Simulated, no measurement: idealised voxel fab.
The process module that follows is named voxel self aligned vias.
The cross-section shown here is cut; it is 295 nm wide and divided into square cells measuring 5 nm on a side.
When this document writes out a cross-section, it uses a grid of square cells and lists it as bands, beginning at the top and moving down, with a band standing for one or more rows of cells. This entry defines a band. It first specifies the height of the band's top and the height of its bottom in nm, and then specifies the band's materials from left to right, stating each material with its width in nm. The word "everywhere" identifies a single material that fills the band from edge to edge, while the word "empty" identifies empty space. The level at which height equals 0 is the one under which the wafer, as it arrives, is entirely one material. No lower edge exists for the bottom band, which continues downward and is notated as in "z 0 and below". Graded width ("30->40"): value in top row of band = first number; value in bottom row = second number; row-to-row change constant. Key: "all unchanged" - step with no changed cell in the cross-section. Voids not open to the top, 8 cells minimum: see "closed voids". Written width x height at distance; distance is from the left edge; nm. Heads up: the bit after the settings on a step's line is the simulator's remark on that step. A step line may carry the setting "overlay nm", which, for steps involving a mask, states the distance by which the mask lay to the right of its intended position; negative values denote displacement to the left.
### Planned process steps
1 RECEIVE (material Si)
2 CONFORMAL_DEP (material SiO2; thk nm 15)
3 CONFORMAL_DEP (material SiCN; thk nm 5)
4 DIRECTIONAL_DEP (material lowk; thk nm 25)
5 DIRECTIONAL_DEP (material aC; thk nm 15)
6 PATTERN (tone open; mask id LINES; material resist; width nm 25; pitch nm 60; thk nm 30; overlay nm 0)
7 DIRECTIONAL_ETCH (etch materials aC; depth nm 15)
8 STRIP (etch materials resist)
9 DIRECTIONAL_ETCH (etch materials lowk; depth nm 25)
10 STRIP (etch materials aC)
11 CONFORMAL_DEP (material TiN; thk nm 5)
12 FILL_DEP (material Ru; thk nm 10)
13 CMP (height nm 45)
14 SELECTIVE_ETCH (etch materials W Ru TiN; depth nm 5)
15 FILL_DEP (material SiN; thk nm 5)
16 CMP (height nm 45)
17 DIRECTIONAL_DEP (material lowk; thk nm 15)
18 PATTERN (tone open; mask id VIAS; material resist; width nm 45; pitch nm 60; thk nm 15; overlay nm 0)
19 DIRECTIONAL_ETCH (etch materials lowk; depth nm 15)
20 DIRECTIONAL_ETCH (etch materials SiN; depth nm 5)
21 STRIP (etch materials resist)
22 CONFORMAL_DEP (material TiN; thk nm 5)
23 FILL_DEP (material Ru; thk nm 10)
24 CMP (height nm 60)
25 CONFORMAL_DEP (material SiN; thk nm 5)
### Incoming wafer, cross-sectional view, post step 1
* z 0 and below = Si everywhere
* closed voids: none
### Starting structure and process plan are as shown above, but one mistake was made in running the module; the wafer cross-section at the end of the module follows
* z 65 to 60 = SiN everywhere
* z 60 to 50 = lowk 65 nm, TiN 5 nm, aC 35 nm, TiN 5 nm, lowk 15 nm, TiN 5 nm, aC 35 nm, TiN 5 nm, lowk 15 nm, TiN 5 nm, aC 35 nm, TiN 5 nm, lowk 65 nm
* z 50 to 45 = lowk 65 nm, TiN 15 nm, aC 15 nm, TiN 15 nm, lowk 15 nm, TiN 15 nm, aC 15 nm, TiN 15 nm, lowk 15 nm, TiN 15 nm, aC 15 nm, TiN 15 nm, lowk 65 nm
* z 45 to 40 = lowk 75 nm, TiN 25 nm, lowk 35 nm, TiN 25 nm, lowk 35 nm, TiN 25 nm, lowk 75 nm
* z 40 to 25 = lowk 75 nm, TiN 5 nm, Ru 15 nm, TiN 5 nm, lowk 35 nm, TiN 5 nm, Ru 15 nm, TiN 5 nm, lowk 35 nm, TiN 5 nm, Ru 15 nm, TiN 5 nm, lowk 75 nm
* z 25 to 20 = lowk 75 nm, TiN 25 nm, lowk 35 nm, TiN 25 nm, lowk 35 nm, TiN 25 nm, lowk 75 nm
* z 20 to 15 = SiCN everywhere
* z 15 to 0 = SiO2 everywhere
* z 0 and below = Si everywhere
* closed voids: none
Diagnosis: step 23 ran with different settings than intended, the actual operation and settings being FILL_DEP (material aC; thk nm 10)
